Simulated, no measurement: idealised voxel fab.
Presented below is a process module, voxel self aligned contacts.
Shown is cross-section cut, with a width of 185 nm and square cells of size 5 nm.
How to read a cross-section here: the picture is a grid of square cells, written as bands going from the top down, and any band can span one or more rows of cells. The entry gives the band's vertical extent as a top height and a bottom height in nm, then its horizontal make-up as materials from left to right, each with a width in nm. "air" stands for empty space; a single material marked "edge to edge" fills the band edge to edge. Heights from 0 (as-received wafer is one material below). Bottom band endless downward, as "z 0 and below". Per-row width for "30..40": begins at first number (top row of band), ends at second number (bottom row), increment between rows held constant. Take "stayed the same" at face value: in the step it is given for, the cross-section changed in none of its cells. Heads up: "Sealed void inventory" only lists the empty pockets with no open path to the top that are 8 cells or more, and it writes them as width x height at distance, distance from the left edge, in nm. Where a step's line continues beyond its settings, the continuation is a remark by the simulator itself on that step. overlay nm: on a step with a mask, how far right of its planned place the mask lay; negative means left.
The following list gives the planned process steps
| 1 | op RECEIVE | material Si |
| 2 | op OXIDIZE | depth nm 5 |
| 3 | op DIRECTIONAL_DEP | material polySi | thk nm 25 |
| 4 | op DIRECTIONAL_DEP | material SiN | thk nm 25 |
| 5 | op DIRECTIONAL_DEP | material aC | thk nm 10 |
| 6 | op PATTERN | tone cover | mask id GATE | material resist | width nm 25 | pitch nm 65 | thk nm 30 | overlay nm 0 |
| 7 | op DIRECTIONAL_ETCH | etch materials aC | depth nm 10 |
| 8 | op STRIP | etch materials resist |
| 9 | op DIRECTIONAL_ETCH | etch materials SiN | depth nm 25 |
| 10 | op DIRECTIONAL_ETCH | etch materials polySi | depth nm 25 |
| 11 | op STRIP | etch materials aC |
| 12 | op CONFORMAL_DEP | material SiN | thk nm 10 |
| 13 | op DIRECTIONAL_ETCH | etch materials SiN | depth nm 10 |
| 14 | op FILL_DEP | material SiO2 | thk nm 20 |
| 15 | op CMP | height nm 60 |
| 16 | op MASKED_ETCH | tone open | mask id CONTACT | width nm 50 | pitch nm 65 | etch materials SiO2 | depth nm 65 | overlay nm 0 |
| 17 | op CONFORMAL_DEP | material TiN | thk nm 5 |
| 18 | op FILL_DEP | material W | thk nm 5 |
| 19 | op CMP | height nm 60 |
| 20 | op CONFORMAL_DEP | material SiCN | thk nm 5 |
What follows covers the first of two wafers; it ran as planned
Cross-section of the wafer as it came to us, i.e., already through step 1
z 0 and below = Si edge to edge
Sealed void inventory: none
The wafer in cross-section once step 2 is complete
z 0 to -5 = SiO2 edge to edge
Beneath the level -5, the cross-section is identical to its previous state.
The wafer in cross-section once step 3 is complete
z 25 to 0 = polySi edge to edge
Beneath the level 0, the cross-section is identical to its previous state.
The wafer in cross-section once step 4 is complete
z 50 to 25 = SiN edge to edge
Beneath the level 25, the cross-section is identical to its previous state.
The wafer in cross-section once step 5 is complete
z 60 to 50 = aC edge to edge
Beneath the level 50, the cross-section is identical to its previous state.
The wafer in cross-section once step 6 is complete
z 90 to 60 = air: 15, then resist: 25, then air: 40, then resist: 25, then air: 40, then resist: 25, then air: 15
Beneath the level 60, the cross-section is identical to its previous state.
The wafer in cross-section once step 7 is complete
z 80 to 60 = air: 15, then resist: 25, then air: 40, then resist: 25, then air: 40, then resist: 25, then air: 15
z 60 to 50 = air: 15, then aC: 25, then air: 40, then aC: 25, then air: 40, then aC: 25, then air: 15
Beneath the level 50, the cross-section is identical to its previous state.
The wafer in cross-section once step 8 is complete
z 60 to 50 = air: 15, then aC: 25, then air: 40, then aC: 25, then air: 40, then aC: 25, then air: 15
Beneath the level 50, the cross-section is identical to its previous state.
The wafer in cross-section once step 9 is complete
z 60 to 50 = air: 15, then aC: 25, then air: 40, then aC: 25, then air: 40, then aC: 25, then air: 15
z 50 to 25 = air: 15, then SiN: 25, then air: 40, then SiN: 25, then air: 40, then SiN: 25, then air: 15
Beneath the level 25, the cross-section is identical to its previous state.
The wafer in cross-section once step 10 is complete
z 60 to 50 = air: 15, then aC: 25, then air: 40, then aC: 25, then air: 40, then aC: 25, then air: 15
z 50 to 25 = air: 15, then SiN: 25, then air: 40, then SiN: 25, then air: 40, then SiN: 25, then air: 15
z 25 to 0 = air: 15, then polySi: 25, then air: 40, then polySi: 25, then air: 40, then polySi: 25, then air: 15
Beneath the level 0, the cross-section is identical to its previous state.
The wafer in cross-section once step 11 is complete
z 50 to 25 = air: 15, then SiN: 25, then air: 40, then SiN: 25, then air: 40, then SiN: 25, then air: 15
Beneath the level 25, the cross-section is identical to its previous state.
The wafer in cross-section once step 12 is complete
z 60 to 25 = air: 5, then SiN: 45, then air: 20, then SiN: 45, then air: 20, then SiN: 45, then air: 5
z 25 to 10 = air: 5, then SiN: 10, then polySi: 25, then SiN: 10, then air: 20, then SiN: 10, then polySi: 25, then SiN: 10, then air: 20, then SiN: 10, then polySi: 25, then SiN: 10, then air: 5
z 10 to 0 = SiN: 15, then polySi: 25, then SiN: 40, then polySi: 25, then SiN: 40, then polySi: 25, then SiN: 15
Beneath the level 0, the cross-section is identical to its previous state.
The wafer in cross-section once step 13 is complete
z 50 to 25 = air: 5, then SiN: 45, then air: 20, then SiN: 45, then air: 20, then SiN: 45, then air: 5
z 25 to 0 = air: 5, then SiN: 10, then polySi: 25, then SiN: 10, then air: 20, then SiN: 10, then polySi: 25, then SiN: 10, then air: 20, then SiN: 10, then polySi: 25, then SiN: 10, then air: 5
Beneath the level 0, the cross-section is identical to its previous state.
The wafer in cross-section once step 14 is complete
z 70 to 50 = SiO2 edge to edge
z 50 to 25 = SiO2: 5, then SiN: 45, then SiO2: 20, then SiN: 45, then SiO2: 20, then SiN: 45, then SiO2: 5
z 25 to 0 = SiO2: 5, then SiN: 10, then polySi: 25, then SiN: 10, then SiO2: 20, then SiN: 10, then polySi: 25, then SiN: 10, then SiO2: 20, then SiN: 10, then polySi: 25, then SiN: 10, then SiO2: 5
Beneath the level 0, the cross-section is identical to its previous state.
The wafer in cross-section once step 15 is complete
z 60 to 50 = SiO2 edge to edge
Beneath the level 50, the cross-section is identical to its previous state.
The wafer in cross-section once step 16 is complete
z 60 to 50 = SiO2: 35, then air: 50, then SiO2: 15, then air: 50, then SiO2: 35
z 50 to 25 = SiO2: 5, then SiN: 45, then air: 20, then SiN: 45, then air: 20, then SiN: 45, then SiO2: 5
z 25 to 0 = SiO2: 5, then SiN: 10, then polySi: 25, then SiN: 10, then air: 20, then SiN: 10, then polySi: 25, then SiN: 10, then air: 20, then SiN: 10, then polySi: 25, then SiN: 10, then SiO2: 5
z 0 to -5 = SiO2: 50, then air: 20, then SiO2: 45, then air: 20, then SiO2: 50
Beneath the level -5, the cross-section is identical to its previous state.
The wafer in cross-section once step 17 is complete
z 65 to 60 = TiN: 40, then air: 40, then TiN: 25, then air: 40, then TiN: 40
z 60 to 50 = SiO2: 35, then TiN: 5..20, then air: 40..10, then TiN: 5..20, then SiO2: 15, then TiN: 5..20, then air: 40..10, then TiN: 5..20, then SiO2: 35
z 50 to 25 = SiO2: 5, then SiN: 45, then TiN: 5, then air: 10, then TiN: 5, then SiN: 45, then TiN: 5, then air: 10, then TiN: 5, then SiN: 45, then SiO2: 5
z 25 to 0 = SiO2: 5, then SiN: 10, then polySi: 25, then SiN: 10, then TiN: 5, then air: 10, then TiN: 5, then SiN: 10, then polySi: 25, then SiN: 10, then TiN: 5, then air: 10, then TiN: 5, then SiN: 10, then polySi: 25, then SiN: 10, then SiO2: 5
z 0 to -5 = SiO2: 50, then TiN: 20, then SiO2: 45, then TiN: 20, then SiO2: 50
Beneath the level -5, the cross-section is identical to its previous state.
The wafer in cross-section once step 18 is complete
z 70 to 65 = W edge to edge
z 65 to 60 = TiN: 40, then W: 40, then TiN: 25, then W: 40, then TiN: 40
z 60 to 50 = SiO2: 35, then TiN: 5..20, then W: 40..10, then TiN: 5..20, then SiO2: 15, then TiN: 5..20, then W: 40..10, then TiN: 5..20, then SiO2: 35
z 50 to 25 = SiO2: 5, then SiN: 45, then TiN: 5, then W: 10, then TiN: 5, then SiN: 45, then TiN: 5, then W: 10, then TiN: 5, then SiN: 45, then SiO2: 5
z 25 to 0 = SiO2: 5, then SiN: 10, then polySi: 25, then SiN: 10, then TiN: 5, then W: 10, then TiN: 5, then SiN: 10, then polySi: 25, then SiN: 10, then TiN: 5, then W: 10, then TiN: 5, then SiN: 10, then polySi: 25, then SiN: 10, then SiO2: 5
Beneath the level 0, the cross-section is identical to its previous state.
The wafer in cross-section once step 19 is complete
z 60 to 50 = SiO2: 35, then TiN: 5..20, then W: 40..10, then TiN: 5..20, then SiO2: 15, then TiN: 5..20, then W: 40..10, then TiN: 5..20, then SiO2: 35
Beneath the level 50, the cross-section is identical to its previous state.
The wafer in cross-section once step 20 is complete
z 65 to 60 = SiCN edge to edge
Beneath the level 60, the cross-section is identical to its previous state.
It is to be noted that the second wafer proceeded from the same initial state and according to the same plan as the first, although one mistake was committed in its execution; through step 11, inclusive, the two wafers share an identical history
Cross-section of the second wafer at the time by which step 12 should have been completed according to the plan
z 40 to 25 = air: 15, then SiN: 25, then air: 40, then SiN: 25, then air: 40, then SiN: 25, then air: 15
Beneath the level 25, the cross-section is identical to its previous state.
Cross-section of the second wafer at the time by which step 13 should have been completed according to the plan
z 50 to 25 = air: 5, then SiN: 45, then air: 20, then SiN: 45, then air: 20, then SiN: 45, then air: 5
z 25 to 10 = air: 5, then SiN: 10, then polySi: 25, then SiN: 10, then air: 20, then SiN: 10, then polySi: 25, then SiN: 10, then air: 20, then SiN: 10, then polySi: 25, then SiN: 10, then air: 5
z 10 to 0 = SiN: 15, then polySi: 25, then SiN: 40, then polySi: 25, then SiN: 40, then polySi: 25, then SiN: 15
Beneath the level 0, the cross-section is identical to its previous state.
Cross-section of the second wafer at the time by which step 14 should have been completed according to the plan
z 70 to 50 = SiO2 edge to edge
z 50 to 25 = SiO2: 5, then SiN: 45, then SiO2: 20, then SiN: 45, then SiO2: 20, then SiN: 45, then SiO2: 5
z 25 to 10 = SiO2: 5, then SiN: 10, then polySi: 25, then SiN: 10, then SiO2: 20, then SiN: 10, then polySi: 25, then SiN: 10, then SiO2: 20, then SiN: 10, then polySi: 25, then SiN: 10, then SiO2: 5
Beneath the level 10, the cross-section is identical to its previous state.
Cross-section of the second wafer at the time by which step 15 should have been completed according to the plan
z 60 to 50 = SiO2 edge to edge
Beneath the level 50, the cross-section is identical to its previous state.
Cross-section of the second wafer at the time by which step 16 should have been completed according to the plan
z 60 to 50 = SiO2: 35, then air: 50, then SiO2: 15, then air: 50, then SiO2: 35
z 50 to 25 = SiO2: 5, then SiN: 45, then air: 20, then SiN: 45, then air: 20, then SiN: 45, then SiO2: 5
z 25 to 10 = SiO2: 5, then SiN: 10, then polySi: 25, then SiN: 10, then air: 20, then SiN: 10, then polySi: 25, then SiN: 10, then air: 20, then SiN: 10, then polySi: 25, then SiN: 10, then SiO2: 5
Beneath the level 10, the cross-section is identical to its previous state.
Cross-section of the second wafer at the time by which step 17 should have been completed according to the plan
z 65 to 60 = TiN: 40, then air: 40, then TiN: 25, then air: 40, then TiN: 40
z 60 to 50 = SiO2: 35, then TiN: 5..20, then air: 40..10, then TiN: 5..20, then SiO2: 15, then TiN: 5..20, then air: 40..10, then TiN: 5..20, then SiO2: 35
z 50 to 25 = SiO2: 5, then SiN: 45, then TiN: 5, then air: 10, then TiN: 5, then SiN: 45, then TiN: 5, then air: 10, then TiN: 5, then SiN: 45, then SiO2: 5
z 25 to 15 = SiO2: 5, then SiN: 10, then polySi: 25, then SiN: 10, then TiN: 5, then air: 10, then TiN: 5, then SiN: 10, then polySi: 25, then SiN: 10, then TiN: 5, then air: 10, then TiN: 5, then SiN: 10, then polySi: 25, then SiN: 10, then SiO2: 5
z 15 to 10 = SiO2: 5, then SiN: 10, then polySi: 25, then SiN: 10, then TiN: 20, then SiN: 10, then polySi: 25, then SiN: 10, then TiN: 20, then SiN: 10, then polySi: 25, then SiN: 10, then SiO2: 5
Beneath the level 10, the cross-section is identical to its previous state.
Cross-section of the second wafer at the time by which step 18 should have been completed according to the plan
z 70 to 65 = W edge to edge
z 65 to 60 = TiN: 40, then W: 40, then TiN: 25, then W: 40, then TiN: 40
z 60 to 50 = SiO2: 35, then TiN: 5..20, then W: 40..10, then TiN: 5..20, then SiO2: 15, then TiN: 5..20, then W: 40..10, then TiN: 5..20, then SiO2: 35
z 50 to 25 = SiO2: 5, then SiN: 45, then TiN: 5, then W: 10, then TiN: 5, then SiN: 45, then TiN: 5, then W: 10, then TiN: 5, then SiN: 45, then SiO2: 5
z 25 to 15 = SiO2: 5, then SiN: 10, then polySi: 25, then SiN: 10, then TiN: 5, then W: 10, then TiN: 5, then SiN: 10, then polySi: 25, then SiN: 10, then TiN: 5, then W: 10, then TiN: 5, then SiN: 10, then polySi: 25, then SiN: 10, then SiO2: 5
Beneath the level 15, the cross-section is identical to its previous state.
Cross-section of the second wafer at the time by which step 19 should have been completed according to the plan
z 60 to 50 = SiO2: 35, then TiN: 5..20, then W: 40..10, then TiN: 5..20, then SiO2: 15, then TiN: 5..20, then W: 40..10, then TiN: 5..20, then SiO2: 35
Beneath the level 50, the cross-section is identical to its previous state.
Cross-section of the second wafer at the time by which step 20 should have been completed according to the plan
z 65 to 60 = SiCN edge to edge
Beneath the level 60, the cross-section is identical to its previous state.
Nonconformance to the process plan: steps 12 and 13 of the plan were each performed in the slot designated for the other
Wrapping up, a cell-based count of both wafers puts the second over or under the first for these materials: SiN: 20 more | SiO2: 4 more | TiN: 12 fewer | W: 12 fewer
